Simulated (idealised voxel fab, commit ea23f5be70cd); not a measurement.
Herein follows the process module entitled voxel gate over fins.
Xsec cut, 300 nm wide, square cell size 5 nm.
Format of a cross-section: grid, square cells. Given as bands. Order: top down. Band: one or more rows of cells. First you get the band's top height and its bottom height, in nm, and then the materials it's made of, left to right, with each width in nm. If you see a single material with "all across", that one covers the band edge to edge. "empty" is empty space. Heights from 0 (as-received wafer is one material below). Bottom band endless downward, as "0 -> down". It should be noted that a width expressed as "30->40" varies in equal increments from row to row of cells within the band, taking the value of the first number at the top row and that of the second number at the bottom row. "stayed the same" for a step: no cell of the cross-section changed in that step. The entry titled "Enclosed empty spaces" provides the empty spaces that have no open way to the top, restricted to those of 8 cells or more. Each is presented as width x height at distance, the distance being measured from the left edge, with all three in nm. after a step's settings: what the simulator itself notes on the step. "overlay nm", when on a step's line for a step with a mask, measures how far to the right of its planned place the mask lay; a negative measure means to the left.
**Planned process steps**
1 op RECEIVE | material Si
2 op CONFORMAL_DEP | material SiN | thk nm 5
3 op DIRECTIONAL_DEP | material aC | thk nm 10
4 op PATTERN | tone cover | mask id FINS | material resist | width nm 15 | pitch nm 40 | thk nm 30 | overlay nm 0
5 op DIRECTIONAL_ETCH | etch materials aC | depth nm 10
6 op STRIP | etch materials resist
7 op DIRECTIONAL_ETCH | etch materials SiN | depth nm 5
8 op DIRECTIONAL_ETCH | etch materials Si | depth nm 30
9 op STRIP | etch materials aC
10 op OXIDIZE | depth nm 5
11 op FILL_DEP | material SiO2 | thk nm 10
12 op CMP | height nm 5
13 op SELECTIVE_ETCH | etch materials SiO2 | depth nm 20
14 op STRIP | etch materials SiN
15 op CONFORMAL_DEP | material HfO2 | thk nm 5
16 op CONFORMAL_DEP | material TiN | thk nm 5
17 op CONFORMAL_DEP | material TiAl | thk nm 5
18 op CONFORMAL_DEP | material TiN | thk nm 5
19 op FILL_DEP | material W | thk nm 15
20 op CMP | height nm 30
21 op CONFORMAL_DEP | material SiCN | thk nm 5
**The first of two wafers, run as planned**
**Cross-section of the wafer as it came to us, i.e., already through step 1**
- 0 -> down = Si all across
- Enclosed empty spaces: none
**You're looking at a cross-section of the wafer after step 2**
- 5 -> 0 = SiN all across
- Note: structure below 0 unchanged.
**You're looking at a cross-section of the wafer after step 3**
- 15 -> 5 = aC all across
- Note: structure below 5 unchanged.
**You're looking at a cross-section of the wafer after step 4**
- 45 -> 15 = empty 100 nm, then resist 15 nm, then empty 25 nm, then resist 15 nm, then empty 25 nm, then resist 15 nm, then empty 105 nm
- Note: structure below 15 unchanged.
**You're looking at a cross-section of the wafer after step 5**
- 35 -> 15 = empty 100 nm, then resist 15 nm, then empty 25 nm, then resist 15 nm, then empty 25 nm, then resist 15 nm, then empty 105 nm
- 15 -> 5 = empty 100 nm, then aC 15 nm, then empty 25 nm, then aC 15 nm, then empty 25 nm, then aC 15 nm, then empty 105 nm
- Note: structure below 5 unchanged.
**You're looking at a cross-section of the wafer after step 6**
- 15 -> 5 = empty 100 nm, then aC 15 nm, then empty 25 nm, then aC 15 nm, then empty 25 nm, then aC 15 nm, then empty 105 nm
- Note: structure below 5 unchanged.
**You're looking at a cross-section of the wafer after step 7**
- 15 -> 5 = empty 100 nm, then aC 15 nm, then empty 25 nm, then aC 15 nm, then empty 25 nm, then aC 15 nm, then empty 105 nm
- 5 -> 0 = empty 100 nm, then SiN 15 nm, then empty 25 nm, then SiN 15 nm, then empty 25 nm, then SiN 15 nm, then empty 105 nm
- Note: structure below 0 unchanged.
**You're looking at a cross-section of the wafer after step 8**
- 15 -> 5 = empty 100 nm, then aC 15 nm, then empty 25 nm, then aC 15 nm, then empty 25 nm, then aC 15 nm, then empty 105 nm
- 5 -> 0 = empty 100 nm, then SiN 15 nm, then empty 25 nm, then SiN 15 nm, then empty 25 nm, then SiN 15 nm, then empty 105 nm
- 0 -> -30 = empty 100 nm, then Si 15 nm, then empty 25 nm, then Si 15 nm, then empty 25 nm, then Si 15 nm, then empty 105 nm
- Note: structure below -30 unchanged.
**You're looking at a cross-section of the wafer after step 9**
- 5 -> 0 = empty 100 nm, then SiN 15 nm, then empty 25 nm, then SiN 15 nm, then empty 25 nm, then SiN 15 nm, then empty 105 nm
- Note: structure below 0 unchanged.
**You're looking at a cross-section of the wafer after step 10**
- 5 -> 0 = empty 100 nm, then SiN 15 nm, then empty 25 nm, then SiN 15 nm, then empty 25 nm, then SiN 15 nm, then empty 105 nm
- 0 -> -30 = empty 100 nm, then SiO2 5 nm, then Si 5 nm, then SiO2 5 nm, then empty 25 nm, then SiO2 5 nm, then Si 5 nm, then SiO2 5 nm, then empty 25 nm, then SiO2 5 nm, then Si 5 nm, then SiO2 5 nm, then empty 105 nm
- -30 -> -35 = SiO2 105 nm, then Si 5 nm, then SiO2 35 nm, then Si 5 nm, then SiO2 35 nm, then Si 5 nm, then SiO2 110 nm
- Note: structure below -35 unchanged.
**You're looking at a cross-section of the wafer after step 11**
- 15 -> 5 = SiO2 all across
- 5 -> 0 = SiO2 100 nm, then SiN 15 nm, then SiO2 25 nm, then SiN 15 nm, then SiO2 25 nm, then SiN 15 nm, then SiO2 105 nm
- 0 -> -35 = SiO2 105 nm, then Si 5 nm, then SiO2 35 nm, then Si 5 nm, then SiO2 35 nm, then Si 5 nm, then SiO2 110 nm
- Note: structure below -35 unchanged.
**You're looking at a cross-section of the wafer after step 12**
- 5 -> 0 = SiO2 100 nm, then SiN 15 nm, then SiO2 25 nm, then SiN 15 nm, then SiO2 25 nm, then SiN 15 nm, then SiO2 105 nm
- Note: structure below 0 unchanged.
**You're looking at a cross-section of the wafer after step 13**
- 5 -> 0 = empty 100 nm, then SiN 15 nm, then empty 25 nm, then SiN 15 nm, then empty 25 nm, then SiN 15 nm, then empty 105 nm
- 0 -> -15 = empty 105 nm, then Si 5 nm, then empty 35 nm, then Si 5 nm, then empty 35 nm, then Si 5 nm, then empty 110 nm
- Note: structure below -15 unchanged.
**You're looking at a cross-section of the wafer after step 14**
- 0 -> -15 = empty 105 nm, then Si 5 nm, then empty 35 nm, then Si 5 nm, then empty 35 nm, then Si 5 nm, then empty 110 nm
- Note: structure below -15 unchanged.
**You're looking at a cross-section of the wafer after step 15**
- 5 -> 0 = empty 100 nm, then HfO2 15 nm, then empty 25 nm, then HfO2 15 nm, then empty 25 nm, then HfO2 15 nm, then empty 105 nm
- 0 -> -10 = empty 100 nm, then HfO2 5 nm, then Si 5 nm, then HfO2 5 nm, then empty 25 nm, then HfO2 5 nm, then Si 5 nm, then HfO2 5 nm, then empty 25 nm, then HfO2 5 nm, then Si 5 nm, then HfO2 5 nm, then empty 105 nm
- -10 -> -15 = HfO2 105 nm, then Si 5 nm, then HfO2 35 nm, then Si 5 nm, then HfO2 35 nm, then Si 5 nm, then HfO2 110 nm
- Note: structure below -15 unchanged.
**You're looking at a cross-section of the wafer after step 16**
- 10 -> 5 = empty 95 nm, then TiN 25 nm, then empty 15 nm, then TiN 25 nm, then empty 15 nm, then TiN 25 nm, then empty 100 nm
- 5 -> 0 = empty 95 nm, then TiN 5 nm, then HfO2 15 nm, then TiN 5 nm, then empty 15 nm, then TiN 5 nm, then HfO2 15 nm, then TiN 5 nm, then empty 15 nm, then TiN 5 nm, then HfO2 15 nm, then TiN 5 nm, then empty 100 nm
- 0 -> -5 = empty 95 nm, then TiN 5 nm, then HfO2 5 nm, then Si 5 nm, then HfO2 5 nm, then TiN 5 nm, then empty 15 nm, then TiN 5 nm, then HfO2 5 nm, then Si 5 nm, then HfO2 5 nm, then TiN 5 nm, then empty 15 nm, then TiN 5 nm, then HfO2 5 nm, then Si 5 nm, then HfO2 5 nm, then TiN 5 nm, then empty 100 nm
- -5 -> -10 = TiN 100 nm, then HfO2 5 nm, then Si 5 nm, then HfO2 5 nm, then TiN 25 nm, then HfO2 5 nm, then Si 5 nm, then HfO2 5 nm, then TiN 25 nm, then HfO2 5 nm, then Si 5 nm, then HfO2 5 nm, then TiN 105 nm
- Note: structure below -10 unchanged.
**You're looking at a cross-section of the wafer after step 17**
- 15 -> 10 = empty 90 nm, then TiAl 35 nm, then empty 5 nm, then TiAl 35 nm, then empty 5 nm, then TiAl 35 nm, then empty 95 nm
- 10 -> 5 = empty 90 nm, then TiAl 5 nm, then TiN 25 nm, then TiAl 5 nm, then empty 5 nm, then TiAl 5 nm, then TiN 25 nm, then TiAl 5 nm, then empty 5 nm, then TiAl 5 nm, then TiN 25 nm, then TiAl 5 nm, then empty 95 nm
- 5 -> 0 = empty 90 nm, then TiAl 5 nm, then TiN 5 nm, then HfO2 15 nm, then TiN 5 nm, then TiAl 5 nm, then empty 5 nm, then TiAl 5 nm, then TiN 5 nm, then HfO2 15 nm, then TiN 5 nm, then TiAl 5 nm, then empty 5 nm, then TiAl 5 nm, then TiN 5 nm, then HfO2 15 nm, then TiN 5 nm, then TiAl 5 nm, then empty 95 nm
- 0 -> -5 = TiAl 95 nm, then TiN 5 nm, then HfO2 5 nm, then Si 5 nm, then HfO2 5 nm, then TiN 5 nm, then TiAl 15 nm, then TiN 5 nm, then HfO2 5 nm, then Si 5 nm, then HfO2 5 nm, then TiN 5 nm, then TiAl 15 nm, then TiN 5 nm, then HfO2 5 nm, then Si 5 nm, then HfO2 5 nm, then TiN 5 nm, then TiAl 100 nm
- Note: structure below -5 unchanged.
**You're looking at a cross-section of the wafer after step 18**
- 20 -> 15 = empty 85 nm, then TiN 125 nm, then empty 90 nm
- 15 -> 10 = empty 85 nm, then TiN 5 nm, then TiAl 35 nm, then TiN 5 nm, then TiAl 35 nm, then TiN 5 nm, then TiAl 35 nm, then TiN 5 nm, then empty 90 nm
- 10 -> 5 = empty 85 nm, then TiN 5 nm, then TiAl 5 nm, then TiN 25 nm, then TiAl 5 nm, then TiN 5 nm, then TiAl 5 nm, then TiN 25 nm, then TiAl 5 nm, then TiN 5 nm, then TiAl 5 nm, then TiN 25 nm, then TiAl 5 nm, then TiN 5 nm, then empty 90 nm
- 5 -> 0 = TiN 90 nm, then TiAl 5 nm, then TiN 5 nm, then HfO2 15 nm, then TiN 5 nm, then TiAl 5 nm, then TiN 5 nm, then TiAl 5 nm, then TiN 5 nm, then HfO2 15 nm, then TiN 5 nm, then TiAl 5 nm, then TiN 5 nm, then TiAl 5 nm, then TiN 5 nm, then HfO2 15 nm, then TiN 5 nm, then TiAl 5 nm, then TiN 95 nm
- Note: structure below 0 unchanged.
**You're looking at a cross-section of the wafer after step 19**
- 35 -> 20 = W all across
- 20 -> 15 = W 85 nm, then TiN 125 nm, then W 90 nm
- 15 -> 10 = W 85 nm, then TiN 5 nm, then TiAl 35 nm, then TiN 5 nm, then TiAl 35 nm, then TiN 5 nm, then TiAl 35 nm, then TiN 5 nm, then W 90 nm
- 10 -> 5 = W 85 nm, then TiN 5 nm, then TiAl 5 nm, then TiN 25 nm, then TiAl 5 nm, then TiN 5 nm, then TiAl 5 nm, then TiN 25 nm, then TiAl 5 nm, then TiN 5 nm, then TiAl 5 nm, then TiN 25 nm, then TiAl 5 nm, then TiN 5 nm, then W 90 nm
- Note: structure below 5 unchanged.
**You're looking at a cross-section of the wafer after step 20**
- 30 -> 20 = W all across
- Note: structure below 20 unchanged.
**You're looking at a cross-section of the wafer after step 21**
- 35 -> 30 = SiCN all across
- Note: structure below 30 unchanged.
**Companion wafer, the second of two: same beginning, same intended sequence, one mistake in carrying it out; through step 3 inclusive it tracks the first exactly**
**Cross-section of the second wafer corresponding to the planned conclusion of step 4**
- 45 -> 15 = empty 110 nm, then resist 15 nm, then empty 25 nm, then resist 15 nm, then empty 25 nm, then resist 15 nm, then empty 95 nm
- Note: structure below 15 unchanged.
**Cross-section of the second wafer corresponding to the planned conclusion of step 5**
- 35 -> 15 = empty 110 nm, then resist 15 nm, then empty 25 nm, then resist 15 nm, then empty 25 nm, then resist 15 nm, then empty 95 nm
- 15 -> 5 = empty 110 nm, then aC 15 nm, then empty 25 nm, then aC 15 nm, then empty 25 nm, then aC 15 nm, then empty 95 nm
- Note: structure below 5 unchanged.
**Cross-section of the second wafer corresponding to the planned conclusion of step 6**
- 15 -> 5 = empty 110 nm, then aC 15 nm, then empty 25 nm, then aC 15 nm, then empty 25 nm, then aC 15 nm, then empty 95 nm
- Note: structure below 5 unchanged.
**Cross-section of the second wafer corresponding to the planned conclusion of step 7**
- 15 -> 5 = empty 110 nm, then aC 15 nm, then empty 25 nm, then aC 15 nm, then empty 25 nm, then aC 15 nm, then empty 95 nm
- 5 -> 0 = empty 110 nm, then SiN 15 nm, then empty 25 nm, then SiN 15 nm, then empty 25 nm, then SiN 15 nm, then empty 95 nm
- Note: structure below 0 unchanged.
**Cross-section of the second wafer corresponding to the planned conclusion of step 8**
- 15 -> 5 = empty 110 nm, then aC 15 nm, then empty 25 nm, then aC 15 nm, then empty 25 nm, then aC 15 nm, then empty 95 nm
- 5 -> 0 = empty 110 nm, then SiN 15 nm, then empty 25 nm, then SiN 15 nm, then empty 25 nm, then SiN 15 nm, then empty 95 nm
- 0 -> -30 = empty 110 nm, then Si 15 nm, then empty 25 nm, then Si 15 nm, then empty 25 nm, then Si 15 nm, then empty 95 nm
- Note: structure below -30 unchanged.
**Cross-section of the second wafer corresponding to the planned conclusion of step 9**
- 5 -> 0 = empty 110 nm, then SiN 15 nm, then empty 25 nm, then SiN 15 nm, then empty 25 nm, then SiN 15 nm, then empty 95 nm
- Note: structure below 0 unchanged.
**Cross-section of the second wafer corresponding to the planned conclusion of step 10**
- 5 -> 0 = empty 110 nm, then SiN 15 nm, then empty 25 nm, then SiN 15 nm, then empty 25 nm, then SiN 15 nm, then empty 95 nm
- 0 -> -30 = empty 110 nm, then SiO2 5 nm, then Si 5 nm, then SiO2 5 nm, then empty 25 nm, then SiO2 5 nm, then Si 5 nm, then SiO2 5 nm, then empty 25 nm, then SiO2 5 nm, then Si 5 nm, then SiO2 5 nm, then empty 95 nm
- -30 -> -35 = SiO2 115 nm, then Si 5 nm, then SiO2 35 nm, then Si 5 nm, then SiO2 35 nm, then Si 5 nm, then SiO2 100 nm
- Note: structure below -35 unchanged.
**Cross-section of the second wafer corresponding to the planned conclusion of step 11**
- 15 -> 5 = SiO2 all across
- 5 -> 0 = SiO2 110 nm, then SiN 15 nm, then SiO2 25 nm, then SiN 15 nm, then SiO2 25 nm, then SiN 15 nm, then SiO2 95 nm
- 0 -> -35 = SiO2 115 nm, then Si 5 nm, then SiO2 35 nm, then Si 5 nm, then SiO2 35 nm, then Si 5 nm, then SiO2 100 nm
- Note: structure below -35 unchanged.
**Cross-section of the second wafer corresponding to the planned conclusion of step 12**
- 5 -> 0 = SiO2 110 nm, then SiN 15 nm, then SiO2 25 nm, then SiN 15 nm, then SiO2 25 nm, then SiN 15 nm, then SiO2 95 nm
- Note: structure below 0 unchanged.
**Cross-section of the second wafer corresponding to the planned conclusion of step 13**
- 5 -> 0 = empty 110 nm, then SiN 15 nm, then empty 25 nm, then SiN 15 nm, then empty 25 nm, then SiN 15 nm, then empty 95 nm
- 0 -> -15 = empty 115 nm, then Si 5 nm, then empty 35 nm, then Si 5 nm, then empty 35 nm, then Si 5 nm, then empty 100 nm
- Note: structure below -15 unchanged.
**Cross-section of the second wafer corresponding to the planned conclusion of step 14**
- 0 -> -15 = empty 115 nm, then Si 5 nm, then empty 35 nm, then Si 5 nm, then empty 35 nm, then Si 5 nm, then empty 100 nm
- Note: structure below -15 unchanged.
**Cross-section of the second wafer corresponding to the planned conclusion of step 15**
- 5 -> 0 = empty 110 nm, then HfO2 15 nm, then empty 25 nm, then HfO2 15 nm, then empty 25 nm, then HfO2 15 nm, then empty 95 nm
- 0 -> -10 = empty 110 nm, then HfO2 5 nm, then Si 5 nm, then HfO2 5 nm, then empty 25 nm, then HfO2 5 nm, then Si 5 nm, then HfO2 5 nm, then empty 25 nm, then HfO2 5 nm, then Si 5 nm, then HfO2 5 nm, then empty 95 nm
- -10 -> -15 = HfO2 115 nm, then Si 5 nm, then HfO2 35 nm, then Si 5 nm, then HfO2 35 nm, then Si 5 nm, then HfO2 100 nm
- Note: structure below -15 unchanged.
**Cross-section of the second wafer corresponding to the planned conclusion of step 16**
- 10 -> 5 = empty 105 nm, then TiN 25 nm, then empty 15 nm, then TiN 25 nm, then empty 15 nm, then TiN 25 nm, then empty 90 nm
- 5 -> 0 = empty 105 nm, then TiN 5 nm, then HfO2 15 nm, then TiN 5 nm, then empty 15 nm, then TiN 5 nm, then HfO2 15 nm, then TiN 5 nm, then empty 15 nm, then TiN 5 nm, then HfO2 15 nm, then TiN 5 nm, then empty 90 nm
- 0 -> -5 = empty 105 nm, then TiN 5 nm, then HfO2 5 nm, then Si 5 nm, then HfO2 5 nm, then TiN 5 nm, then empty 15 nm, then TiN 5 nm, then HfO2 5 nm, then Si 5 nm, then HfO2 5 nm, then TiN 5 nm, then empty 15 nm, then TiN 5 nm, then HfO2 5 nm, then Si 5 nm, then HfO2 5 nm, then TiN 5 nm, then empty 90 nm
- -5 -> -10 = TiN 110 nm, then HfO2 5 nm, then Si 5 nm, then HfO2 5 nm, then TiN 25 nm, then HfO2 5 nm, then Si 5 nm, then HfO2 5 nm, then TiN 25 nm, then HfO2 5 nm, then Si 5 nm, then HfO2 5 nm, then TiN 95 nm
- Note: structure below -10 unchanged.
**Cross-section of the second wafer corresponding to the planned conclusion of step 17**
- 15 -> 10 = empty 100 nm, then TiAl 35 nm, then empty 5 nm, then TiAl 35 nm, then empty 5 nm, then TiAl 35 nm, then empty 85 nm
- 10 -> 5 = empty 100 nm, then TiAl 5 nm, then TiN 25 nm, then TiAl 5 nm, then empty 5 nm, then TiAl 5 nm, then TiN 25 nm, then TiAl 5 nm, then empty 5 nm, then TiAl 5 nm, then TiN 25 nm, then TiAl 5 nm, then empty 85 nm
- 5 -> 0 = empty 100 nm, then TiAl 5 nm, then TiN 5 nm, then HfO2 15 nm, then TiN 5 nm, then TiAl 5 nm, then empty 5 nm, then TiAl 5 nm, then TiN 5 nm, then HfO2 15 nm, then TiN 5 nm, then TiAl 5 nm, then empty 5 nm, then TiAl 5 nm, then TiN 5 nm, then HfO2 15 nm, then TiN 5 nm, then TiAl 5 nm, then empty 85 nm
- 0 -> -5 = TiAl 105 nm, then TiN 5 nm, then HfO2 5 nm, then Si 5 nm, then HfO2 5 nm, then TiN 5 nm, then TiAl 15 nm, then TiN 5 nm, then HfO2 5 nm, then Si 5 nm, then HfO2 5 nm, then TiN 5 nm, then TiAl 15 nm, then TiN 5 nm, then HfO2 5 nm, then Si 5 nm, then HfO2 5 nm, then TiN 5 nm, then TiAl 90 nm
- Note: structure below -5 unchanged.
**Cross-section of the second wafer corresponding to the planned conclusion of step 18**
- 20 -> 15 = empty 95 nm, then TiN 125 nm, then empty 80 nm
- 15 -> 10 = empty 95 nm, then TiN 5 nm, then TiAl 35 nm, then TiN 5 nm, then TiAl 35 nm, then TiN 5 nm, then TiAl 35 nm, then TiN 5 nm, then empty 80 nm
- 10 -> 5 = empty 95 nm, then TiN 5 nm, then TiAl 5 nm, then TiN 25 nm, then TiAl 5 nm, then TiN 5 nm, then TiAl 5 nm, then TiN 25 nm, then TiAl 5 nm, then TiN 5 nm, then TiAl 5 nm, then TiN 25 nm, then TiAl 5 nm, then TiN 5 nm, then empty 80 nm
- 5 -> 0 = TiN 100 nm, then TiAl 5 nm, then TiN 5 nm, then HfO2 15 nm, then TiN 5 nm, then TiAl 5 nm, then TiN 5 nm, then TiAl 5 nm, then TiN 5 nm, then HfO2 15 nm, then TiN 5 nm, then TiAl 5 nm, then TiN 5 nm, then TiAl 5 nm, then TiN 5 nm, then HfO2 15 nm, then TiN 5 nm, then TiAl 5 nm, then TiN 85 nm
- Note: structure below 0 unchanged.
**Cross-section of the second wafer corresponding to the planned conclusion of step 19**
- 35 -> 20 = W all across
- 20 -> 15 = W 95 nm, then TiN 125 nm, then W 80 nm
- 15 -> 10 = W 95 nm, then TiN 5 nm, then TiAl 35 nm, then TiN 5 nm, then TiAl 35 nm, then TiN 5 nm, then TiAl 35 nm, then TiN 5 nm, then W 80 nm
- 10 -> 5 = W 95 nm, then TiN 5 nm, then TiAl 5 nm, then TiN 25 nm, then TiAl 5 nm, then TiN 5 nm, then TiAl 5 nm, then TiN 25 nm, then TiAl 5 nm, then TiN 5 nm, then TiAl 5 nm, then TiN 25 nm, then TiAl 5 nm, then TiN 5 nm, then W 80 nm
- Note: structure below 5 unchanged.
**Cross-section of the second wafer corresponding to the planned conclusion of step 20**
- 30 -> 20 = W all across
- Note: structure below 20 unchanged.
**Cross-section of the second wafer corresponding to the planned conclusion of step 21**
- 35 -> 30 = SiCN all across
- Note: structure below 30 unchanged.
It is concluded that the wafer was processed incorrectly with respect to the plan, in that off-plan run, step 4, actual operation and settings op PATTERN | tone cover | mask id FINS | material resist | width nm 15 | pitch nm 40 | thk nm 30 | overlay nm 10
By the end, you'd get the same cell count for each material on either wafer, but the second wafer puts them somewhere else.
